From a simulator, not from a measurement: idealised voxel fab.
process module | voxel released beams
cross-section cut | 255 nm wide | cells 5 nm
A cross-section is a grid of square cells, given in bands from the top down. A band is one or more rows of cells.
Each band's line starts with the height of the band's top and of its bottom, in nm. Then come its materials from left to right, each with its width in nm. One material with "throughout" fills the band from edge to edge. "air" is empty space.
Height 0 is the level under which the wafer as received is all one material. The lowest band goes on downwards, as in "0 down".
A width such as "30 to 40" changes by the same amount from each row of cells to the next, from the band's top row to its bottom row.
"no change" after a step means that no cell of the cross-section changed.
closed voids: empty space of 8 cells or more with no open way to the top, each as width x height at its distance from the left edge, in nm
after a step's settings: what the simulator itself notes on the step
overlay nm, on a step with a mask: how far to the right of its planned place the mask lay; to the left if negative
plan
1 op RECEIVE | material Si
2 op CONFORMAL_DEP | material Al2O3 | thk nm 5
3 op DIRECTIONAL_DEP | material SiO2 | thk nm 15
4 op MASKED_ETCH | tone open | mask id ANCHOR | width nm 35 | etch materials SiO2 | depth nm 15 | overlay nm 0
5 op CONFORMAL_DEP | material W | thk nm 10
6 op DIRECTIONAL_DEP | material aC | thk nm 10
7 op PATTERN | tone cover | mask id BEAM | material resist | width nm 95 | thk nm 30 | overlay nm 0
8 op DIRECTIONAL_ETCH | etch materials aC | depth nm 10
9 op STRIP | etch materials resist
10 op DIRECTIONAL_ETCH | etch materials W | depth nm 10
11 op STRIP | etch materials aC
12 op STRIP | etch materials SiO2
first wafer, as planned
as received, after step 1
  0 down: Si throughout
  closed voids: none
after step 2
  5 to 0: Al2O3 throughout
  below 0: unchanged
after step 3
  20 to 5: SiO2 throughout
  below 5: unchanged
after step 4
  20 to 5: SiO2 80 | air 35 | SiO2 140
  below 5: unchanged
after step 5
  30 to 20: W 90 | air 15 | W 150
  20 to 15: SiO2 80 | W 10 | air 15 | W 10 | SiO2 140
  15 to 5: SiO2 80 | W 35 | SiO2 140
  below 5: unchanged
after step 6
  40 to 30: aC 90 | air 15 | aC 150
  30 to 25: W 90 | air 15 | W 150
  25 to 20: W 90 | aC 15 | W 150
  20 to 15: SiO2 80 | W 10 | aC 15 | W 10 | SiO2 140
  below 15: unchanged
after step 7
  70 to 40: air 75 | resist 95 | air 85
  40 to 30: aC 90 | resist 15 | aC 150
  30 to 25: W 90 | resist 15 | W 150
  below 25: unchanged
after step 8
  60 to 40: air 75 | resist 95 | air 85
  40 to 30: air 75 | aC 15 | resist 15 | aC 65 | air 85
  below 30: unchanged
after step 9
  40 to 30: air 75 | aC 15 | air 15 | aC 65 | air 85
  30 to 25: W 90 | air 15 | W 150
  below 25: unchanged
after step 10
  40 to 30: air 75 | aC 15 | air 15 | aC 65 | air 85
  30 to 25: air 75 | W 15 | air 15 | W 65 | air 85
  25 to 20: air 75 | W 15 | aC 15 | W 65 | air 85
  below 20: unchanged
after step 11
  30 to 20: air 75 | W 15 | air 15 | W 65 | air 85
  20 to 15: SiO2 80 | W 10 | air 15 | W 10 | SiO2 140
  below 15: unchanged
after step 12
  30 to 20: air 75 | W 15 | air 15 | W 65 | air 85
  20 to 15: air 80 | W 10 | air 15 | W 10 | air 140
  15 to 5: air 80 | W 35 | air 140
  below 5: unchanged
second wafer: like start, like plan, one mistake. Through step 3 it matches the first wafer
when step 4 should have ended
  20 to 5: SiO2 75 | air 45 | SiO2 135
  below 5: unchanged
when step 5 should have ended
  30 to 20: W 85 | air 25 | W 145
  20 to 15: SiO2 75 | W 10 | air 25 | W 10 | SiO2 135
  15 to 5: SiO2 75 | W 45 | SiO2 135
  below 5: unchanged
when step 6 should have ended
  40 to 30: aC 85 | air 25 | aC 145
  30 to 25: W 85 | air 25 | W 145
  25 to 20: W 85 | aC 25 | W 145
  20 to 15: SiO2 75 | W 10 | aC 25 | W 10 | SiO2 135
  below 15: unchanged
when step 7 should have ended
  70 to 40: air 75 | resist 95 | air 85
  40 to 30: aC 85 | resist 25 | aC 145
  30 to 25: W 85 | resist 25 | W 145
  below 25: unchanged
when step 8 should have ended
  60 to 40: air 75 | resist 95 | air 85
  40 to 30: air 75 | aC 10 | resist 25 | aC 60 | air 85
  below 30: unchanged
when step 9 should have ended
  40 to 30: air 75 | aC 10 | air 25 | aC 60 | air 85
  30 to 25: W 85 | air 25 | W 145
  below 25: unchanged
when step 10 should have ended
  40 to 30: air 75 | aC 10 | air 25 | aC 60 | air 85
  30 to 25: air 75 | W 10 | air 25 | W 60 | air 85
  25 to 20: air 75 | W 10 | aC 25 | W 60 | air 85
  below 20: unchanged
when step 11 should have ended
  30 to 20: air 75 | W 10 | air 25 | W 60 | air 85
  20 to 15: SiO2 75 | W 10 | air 25 | W 10 | SiO2 135
  below 15: unchanged
when step 12 should have ended
  30 to 20: air 75 | W 10 | air 25 | W 60 | air 85
  20 to 15: air 75 | W 10 | air 25 | W 10 | air 135
  15 to 5: air 75 | W 45 | air 135
  below 5: unchanged
what went wrong: step 4 ran as: op MASKED_ETCH | tone open | mask id ANCHOR | width nm 45 | etch materials SiO2 | depth nm 15 | overlay nm 0
at the end the second wafer has, in cells: as many of each material as the first, in other places
